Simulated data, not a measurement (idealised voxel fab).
Process module in this document: voxel capacitor over wiring
Each square cell in cross-section cut measures 5 nm, and the section as a whole is 180 nm wide.
A cross-section is written here as square cells arranged in a grid, and it is given in bands from the top down, each band taking up one or more rows of cells. Read a band's entry like this: the first values are the height of its top and the height of its bottom in nm, and what follows is the sequence of materials from left to right, each with its width in nm. Note that "air" is empty space, and that a single material marked "full width" reaches across the band from edge to edge. Height reference: 0 = level under which incoming wafer is all one material. Lowest band: no bottom, runs on downward, e.g. "0 nm and below". So if you see something like "30->40" for the width, read it as the top row of the band sitting at the first number and the bottom row at the second, with every row in between moving by the same amount as the last. When a step is marked "all unchanged", none of the cells in the cross-section changed during that step. "Voids, enclosed": sealed empty spaces, 8 cells or more, no open way to top, listed width x height at distance, with distance from the left edge and width, height and distance in nm. The remark found on a step's line after its settings is issued by the simulator itself and pertains to that step. A step's line can hold "overlay nm"; with a mask on that step, the setting says how far right of the planned place the mask lay, while a negative setting says it lay to the left.

**The steps planned for the process are as follows**
1: RECEIVE with material Si
2: CONFORMAL_DEP with material SiO2, thk nm 10
3: DIRECTIONAL_DEP with material TiN, thk nm 5
4: DIRECTIONAL_DEP with material W, thk nm 15
5: PATTERN with tone cover, mask id METAL_1, material resist, width nm 25, pitch nm 75, thk nm 15, overlay nm 0
6: DIRECTIONAL_ETCH with etch materials W, depth nm 15
7: DIRECTIONAL_ETCH with etch materials TiN, depth nm 5
8: STRIP with etch materials resist
9: FILL_DEP with material lowk, thk nm 5
10: CMP with height nm 30
11: CONFORMAL_DEP with material SiCN, thk nm 5
12: DIRECTIONAL_DEP with material lowk, thk nm 20
13: PATTERN with tone open, mask id PLUG_1, material resist, width nm 15, thk nm 15, overlay nm 0
14: DIRECTIONAL_ETCH with etch materials lowk, depth nm 20
15: DIRECTIONAL_ETCH with etch materials SiCN, depth nm 5
16: STRIP with etch materials resist
17: EPI with material Ru, thk nm 10
18: EPI with material Ru, thk nm 10
19: EPI with material Ru, thk nm 5
20: DIRECTIONAL_DEP with material TiN, thk nm 10
21: DIRECTIONAL_DEP with material Al2O3, thk nm 5
22: DIRECTIONAL_DEP with material TiN, thk nm 5
23: DIRECTIONAL_DEP with material aC, thk nm 15
24: PATTERN with tone cover, mask id UPPER_PLATE, material resist, width nm 55, thk nm 35, overlay nm 0
25: DIRECTIONAL_ETCH with etch materials aC, depth nm 15
26: STRIP with etch materials resist
27: DIRECTIONAL_ETCH with etch materials TiN, depth nm 5
28: DIRECTIONAL_ETCH with etch materials Al2O3, depth nm 5
29: STRIP with etch materials aC
30: PATTERN with tone cover, mask id LOWER_PLATE, material resist, width nm 65, thk nm 20, overlay nm 0
31: DIRECTIONAL_ETCH with etch materials TiN, depth nm 10
32: STRIP with etch materials resist
33: FILL_DEP with material SiO2, thk nm 20
34: CMP with height nm 90
35: PATTERN with tone open, mask id PLUG_2, material resist, width nm 15, thk nm 20, overlay nm 0
36: DIRECTIONAL_ETCH with etch materials SiO2, depth nm 15
37: STRIP with etch materials resist
38: CONFORMAL_DEP with material TiN, thk nm 5
39: FILL_DEP with material W, thk nm 10
40: CMP with height nm 90
41: CONFORMAL_DEP with material SiN, thk nm 5

**First wafer of two (run as planned)**

**Cross-sectional view of the wafer in its as-received condition, corresponding to the state after step 1**
- 0 nm and below  Si full width
- Voids, enclosed: none

**Wafer section view after processing step 2**
- 10 nm to 0 nm  SiO2 full width
- No changes below 0.

**Wafer section view after processing step 3**
- 15 nm to 10 nm  TiN full width
- No changes below 10.

**Wafer section view after processing step 4**
- 30 nm to 15 nm  W full width
- No changes below 15.

**Wafer section view after processing step 5**
- 45 nm to 30 nm  40 of air | 25 of resist | 50 of air | 25 of resist | 40 of air
- No changes below 30.

**Wafer section view after processing step 6**
- 45 nm to 30 nm  40 of air | 25 of resist | 50 of air | 25 of resist | 40 of air
- 30 nm to 15 nm  40 of air | 25 of W | 50 of air | 25 of W | 40 of air
- No changes below 15.

**Wafer section view after processing step 7**
- 45 nm to 30 nm  40 of air | 25 of resist | 50 of air | 25 of resist | 40 of air
- 30 nm to 15 nm  40 of air | 25 of W | 50 of air | 25 of W | 40 of air
- 15 nm to 10 nm  40 of air | 25 of TiN | 50 of air | 25 of TiN | 40 of air
- No changes below 10.

**Wafer section view after processing step 8**
- 30 nm to 15 nm  40 of air | 25 of W | 50 of air | 25 of W | 40 of air
- No changes below 15.

**Wafer section view after processing step 9**
- 35 nm to 30 nm  lowk full width
- 30 nm to 15 nm  40 of lowk | 25 of W | 50 of lowk | 25 of W | 40 of lowk
- 15 nm to 10 nm  40 of lowk | 25 of TiN | 50 of lowk | 25 of TiN | 40 of lowk
- No changes below 10.

**Wafer section view after processing step 10**
- 30 nm to 15 nm  40 of lowk | 25 of W | 50 of lowk | 25 of W | 40 of lowk
- No changes below 15.

**Wafer section view after processing step 11**
- 35 nm to 30 nm  SiCN full width
- No changes below 30.

**Wafer section view after processing step 12**
- 55 nm to 35 nm  lowk full width
- No changes below 35.

**Wafer section view after processing step 13**
- 70 nm to 55 nm  50 of resist | 15 of air | 115 of resist
- No changes below 55.

**Wafer section view after processing step 14**
- 70 nm to 55 nm  50 of resist | 15 of air | 115 of resist
- 55 nm to 35 nm  50 of lowk | 15 of air | 115 of lowk
- No changes below 35.

**Wafer section view after processing step 15**
- 70 nm to 55 nm  50 of resist | 15 of air | 115 of resist
- 55 nm to 35 nm  50 of lowk | 15 of air | 115 of lowk
- 35 nm to 30 nm  50 of SiCN | 15 of air | 115 of SiCN
- No changes below 30.

**Wafer section view after processing step 16**
- 55 nm to 35 nm  50 of lowk | 15 of air | 115 of lowk
- No changes below 35.

**Wafer section view after processing step 17**
- 55 nm to 40 nm  50 of lowk | 15 of air | 115 of lowk
- 40 nm to 35 nm  50 of lowk | 15 of Ru | 115 of lowk
- 35 nm to 30 nm  50 of SiCN | 15 of Ru | 115 of SiCN
- No changes below 30.

**Wafer section view after processing step 18**
- 55 nm to 50 nm  50 of lowk | 15 of air | 115 of lowk
- 50 nm to 35 nm  50 of lowk | 15 of Ru | 115 of lowk
- No changes below 35.

**Wafer section view after processing step 19**
- 55 nm to 35 nm  50 of lowk | 15 of Ru | 115 of lowk
- No changes below 35.

**Wafer section view after processing step 20**
- 65 nm to 55 nm  TiN full width
- No changes below 55.

**Wafer section view after processing step 21**
- 70 nm to 65 nm  Al2O3 full width
- No changes below 65.

**Wafer section view after processing step 22**
- 75 nm to 70 nm  TiN full width
- No changes below 70.

**Wafer section view after processing step 23**
- 90 nm to 75 nm  aC full width
- No changes below 75.

**Wafer section view after processing step 24**
- 125 nm to 90 nm  50 of air | 55 of resist | 75 of air
- No changes below 90.

**Wafer section view after processing step 25**
- 110 nm to 90 nm  50 of air | 55 of resist | 75 of air
- 90 nm to 75 nm  50 of air | 55 of aC | 75 of air
- No changes below 75.

**Wafer section view after processing step 26**
- 90 nm to 75 nm  50 of air | 55 of aC | 75 of air
- No changes below 75.

**Wafer section view after processing step 27**
- 90 nm to 75 nm  50 of air | 55 of aC | 75 of air
- 75 nm to 70 nm  50 of air | 55 of TiN | 75 of air
- No changes below 70.

**Wafer section view after processing step 28**
- 90 nm to 75 nm  50 of air | 55 of aC | 75 of air
- 75 nm to 70 nm  50 of air | 55 of TiN | 75 of air
- 70 nm to 65 nm  50 of air | 55 of Al2O3 | 75 of air
- No changes below 65.

**Wafer section view after processing step 29**
- 75 nm to 70 nm  50 of air | 55 of TiN | 75 of air
- No changes below 70.

**Wafer section view after processing step 30**
- 95 nm to 75 nm  45 of air | 65 of resist | 70 of air
- 75 nm to 70 nm  45 of air | 5 of resist | 55 of TiN | 5 of resist | 70 of air
- 70 nm to 65 nm  45 of air | 5 of resist | 55 of Al2O3 | 5 of resist | 70 of air
- No changes below 65.

**Wafer section view after processing step 31**
- 95 nm to 75 nm  45 of air | 65 of resist | 70 of air
- 75 nm to 70 nm  45 of air | 5 of resist | 55 of TiN | 5 of resist | 70 of air
- 70 nm to 65 nm  45 of air | 5 of resist | 55 of Al2O3 | 5 of resist | 70 of air
- 65 nm to 55 nm  45 of air | 65 of TiN | 70 of air
- No changes below 55.

**Wafer section view after processing step 32**
- 75 nm to 70 nm  50 of air | 55 of TiN | 75 of air
- 70 nm to 65 nm  50 of air | 55 of Al2O3 | 75 of air
- No changes below 65.

**Wafer section view after processing step 33**
- 95 nm to 75 nm  SiO2 full width
- 75 nm to 70 nm  50 of SiO2 | 55 of TiN | 75 of SiO2
- 70 nm to 65 nm  50 of SiO2 | 55 of Al2O3 | 75 of SiO2
- 65 nm to 55 nm  45 of SiO2 | 65 of TiN | 70 of SiO2
- No changes below 55.

**Wafer section view after processing step 34**
- 90 nm to 75 nm  SiO2 full width
- No changes below 75.

**Wafer section view after processing step 35**
- 110 nm to 90 nm  60 of resist | 15 of air | 105 of resist
- No changes below 90.

**Wafer section view after processing step 36**
- 110 nm to 90 nm  60 of resist | 15 of air | 105 of resist
- 90 nm to 75 nm  60 of SiO2 | 15 of air | 105 of SiO2
- No changes below 75.

**Wafer section view after processing step 37**
- 90 nm to 75 nm  60 of SiO2 | 15 of air | 105 of SiO2
- No changes below 75.

**Wafer section view after processing step 38**
- 95 nm to 90 nm  65 of TiN | 5 of air | 110 of TiN
- 90 nm to 80 nm  60 of SiO2 | 5 of TiN | 5 of air | 5 of TiN | 105 of SiO2
- 80 nm to 70 nm  60->50 of SiO2 | 15->55 of TiN | 105->75 of SiO2
- No changes below 70.

**Wafer section view after processing step 39**
- 105 nm to 95 nm  W full width
- 95 nm to 90 nm  65 of TiN | 5 of W | 110 of TiN
- 90 nm to 80 nm  60 of SiO2 | 5 of TiN | 5 of W | 5 of TiN | 105 of SiO2
- No changes below 80.

**Wafer section view after processing step 40**
- 90 nm to 80 nm  60 of SiO2 | 5 of TiN | 5 of W | 5 of TiN | 105 of SiO2
- No changes below 80.

**Wafer section view after processing step 41**
- 95 nm to 90 nm  SiN full width
- No changes below 90.

**Wafer two: like wafer one in start and plan, but with one mistake in execution; identical up to and including step 4**

**Second wafer, cross-section, planned end of step 5**
- 45 nm to 30 nm  45 of air | 25 of resist | 50 of air | 25 of resist | 35 of air
- No changes below 30.

**Second wafer, cross-section, planned end of step 6**
- 45 nm to 30 nm  45 of air | 25 of resist | 50 of air | 25 of resist | 35 of air
- 30 nm to 15 nm  45 of air | 25 of W | 50 of air | 25 of W | 35 of air
- No changes below 15.

**Second wafer, cross-section, planned end of step 7**
- 45 nm to 30 nm  45 of air | 25 of resist | 50 of air | 25 of resist | 35 of air
- 30 nm to 15 nm  45 of air | 25 of W | 50 of air | 25 of W | 35 of air
- 15 nm to 10 nm  45 of air | 25 of TiN | 50 of air | 25 of TiN | 35 of air
- No changes below 10.

**Second wafer, cross-section, planned end of step 8**
- 30 nm to 15 nm  45 of air | 25 of W | 50 of air | 25 of W | 35 of air
- No changes below 15.

**Second wafer, cross-section, planned end of step 9**
- 35 nm to 30 nm  lowk full width
- 30 nm to 15 nm  45 of lowk | 25 of W | 50 of lowk | 25 of W | 35 of lowk
- 15 nm to 10 nm  45 of lowk | 25 of TiN | 50 of lowk | 25 of TiN | 35 of lowk
- No changes below 10.

**Second wafer, cross-section, planned end of step 10**
- 30 nm to 15 nm  45 of lowk | 25 of W | 50 of lowk | 25 of W | 35 of lowk
- No changes below 15.

**Second wafer, cross-section, planned end of step 11**
- 35 nm to 30 nm  SiCN full width
- No changes below 30.

**Second wafer, cross-section, planned end of step 12**
- 55 nm to 35 nm  lowk full width
- No changes below 35.

**Second wafer, cross-section, planned end of step 13**
- 70 nm to 55 nm  50 of resist | 15 of air | 115 of resist
- No changes below 55.

**Second wafer, cross-section, planned end of step 14**
- 70 nm to 55 nm  50 of resist | 15 of air | 115 of resist
- 55 nm to 35 nm  50 of lowk | 15 of air | 115 of lowk
- No changes below 35.

**Second wafer, cross-section, planned end of step 15**
- 70 nm to 55 nm  50 of resist | 15 of air | 115 of resist
- 55 nm to 35 nm  50 of lowk | 15 of air | 115 of lowk
- 35 nm to 30 nm  50 of SiCN | 15 of air | 115 of SiCN
- No changes below 30.

**Second wafer, cross-section, planned end of step 16**
- 55 nm to 35 nm  50 of lowk | 15 of air | 115 of lowk
- No changes below 35.

**Second wafer, cross-section, planned end of step 17**
- 55 nm to 40 nm  50 of lowk | 15 of air | 115 of lowk
- 40 nm to 35 nm  50 of lowk | 15 of Ru | 115 of lowk
- 35 nm to 30 nm  50 of SiCN | 15 of Ru | 115 of SiCN
- No changes below 30.

**Second wafer, cross-section, planned end of step 18**
- 55 nm to 50 nm  50 of lowk | 15 of air | 115 of lowk
- 50 nm to 35 nm  50 of lowk | 15 of Ru | 115 of lowk
- No changes below 35.

**Second wafer, cross-section, planned end of step 19**
- 55 nm to 35 nm  50 of lowk | 15 of Ru | 115 of lowk
- No changes below 35.

**Second wafer, cross-section, planned end of step 20**
- 65 nm to 55 nm  TiN full width
- No changes below 55.

**Second wafer, cross-section, planned end of step 21**
- 70 nm to 65 nm  Al2O3 full width
- No changes below 65.

**Second wafer, cross-section, planned end of step 22**
- 75 nm to 70 nm  TiN full width
- No changes below 70.

**Second wafer, cross-section, planned end of step 23**
- 90 nm to 75 nm  aC full width
- No changes below 75.

**Second wafer, cross-section, planned end of step 24**
- 125 nm to 90 nm  50 of air | 55 of resist | 75 of air
- No changes below 90.

**Second wafer, cross-section, planned end of step 25**
- 110 nm to 90 nm  50 of air | 55 of resist | 75 of air
- 90 nm to 75 nm  50 of air | 55 of aC | 75 of air
- No changes below 75.

**Second wafer, cross-section, planned end of step 26**
- 90 nm to 75 nm  50 of air | 55 of aC | 75 of air
- No changes below 75.

**Second wafer, cross-section, planned end of step 27**
- 90 nm to 75 nm  50 of air | 55 of aC | 75 of air
- 75 nm to 70 nm  50 of air | 55 of TiN | 75 of air
- No changes below 70.

**Second wafer, cross-section, planned end of step 28**
- 90 nm to 75 nm  50 of air | 55 of aC | 75 of air
- 75 nm to 70 nm  50 of air | 55 of TiN | 75 of air
- 70 nm to 65 nm  50 of air | 55 of Al2O3 | 75 of air
- No changes below 65.

**Second wafer, cross-section, planned end of step 29**
- 75 nm to 70 nm  50 of air | 55 of TiN | 75 of air
- No changes below 70.

**Second wafer, cross-section, planned end of step 30**
- 95 nm to 75 nm  45 of air | 65 of resist | 70 of air
- 75 nm to 70 nm  45 of air | 5 of resist | 55 of TiN | 5 of resist | 70 of air
- 70 nm to 65 nm  45 of air | 5 of resist | 55 of Al2O3 | 5 of resist | 70 of air
- No changes below 65.

**Second wafer, cross-section, planned end of step 31**
- 95 nm to 75 nm  45 of air | 65 of resist | 70 of air
- 75 nm to 70 nm  45 of air | 5 of resist | 55 of TiN | 5 of resist | 70 of air
- 70 nm to 65 nm  45 of air | 5 of resist | 55 of Al2O3 | 5 of resist | 70 of air
- 65 nm to 55 nm  45 of air | 65 of TiN | 70 of air
- No changes below 55.

**Second wafer, cross-section, planned end of step 32**
- 75 nm to 70 nm  50 of air | 55 of TiN | 75 of air
- 70 nm to 65 nm  50 of air | 55 of Al2O3 | 75 of air
- No changes below 65.

**Second wafer, cross-section, planned end of step 33**
- 95 nm to 75 nm  SiO2 full width
- 75 nm to 70 nm  50 of SiO2 | 55 of TiN | 75 of SiO2
- 70 nm to 65 nm  50 of SiO2 | 55 of Al2O3 | 75 of SiO2
- 65 nm to 55 nm  45 of SiO2 | 65 of TiN | 70 of SiO2
- No changes below 55.

**Second wafer, cross-section, planned end of step 34**
- 90 nm to 75 nm  SiO2 full width
- No changes below 75.

**Second wafer, cross-section, planned end of step 35**
- 110 nm to 90 nm  60 of resist | 15 of air | 105 of resist
- No changes below 90.

**Second wafer, cross-section, planned end of step 36**
- 110 nm to 90 nm  60 of resist | 15 of air | 105 of resist
- 90 nm to 75 nm  60 of SiO2 | 15 of air | 105 of SiO2
- No changes below 75.

**Second wafer, cross-section, planned end of step 37**
- 90 nm to 75 nm  60 of SiO2 | 15 of air | 105 of SiO2
- No changes below 75.

**Second wafer, cross-section, planned end of step 38**
- 95 nm to 90 nm  65 of TiN | 5 of air | 110 of TiN
- 90 nm to 80 nm  60 of SiO2 | 5 of TiN | 5 of air | 5 of TiN | 105 of SiO2
- 80 nm to 70 nm  60->50 of SiO2 | 15->55 of TiN | 105->75 of SiO2
- No changes below 70.

**Second wafer, cross-section, planned end of step 39**
- 105 nm to 95 nm  W full width
- 95 nm to 90 nm  65 of TiN | 5 of W | 110 of TiN
- 90 nm to 80 nm  60 of SiO2 | 5 of TiN | 5 of W | 5 of TiN | 105 of SiO2
- No changes below 80.

**Second wafer, cross-section, planned end of step 40**
- 90 nm to 80 nm  60 of SiO2 | 5 of TiN | 5 of W | 5 of TiN | 105 of SiO2
- No changes below 80.

**Second wafer, cross-section, planned end of step 41**
- 95 nm to 90 nm  SiN full width
- No changes below 90.
Short version of what went wrong: step 5 ran as: PATTERN with tone cover, mask id METAL_1, material resist, width nm 25, pitch nm 75, thk nm 15, overlay nm 5
Both wafers, final: cells per material equal; arrangement not.
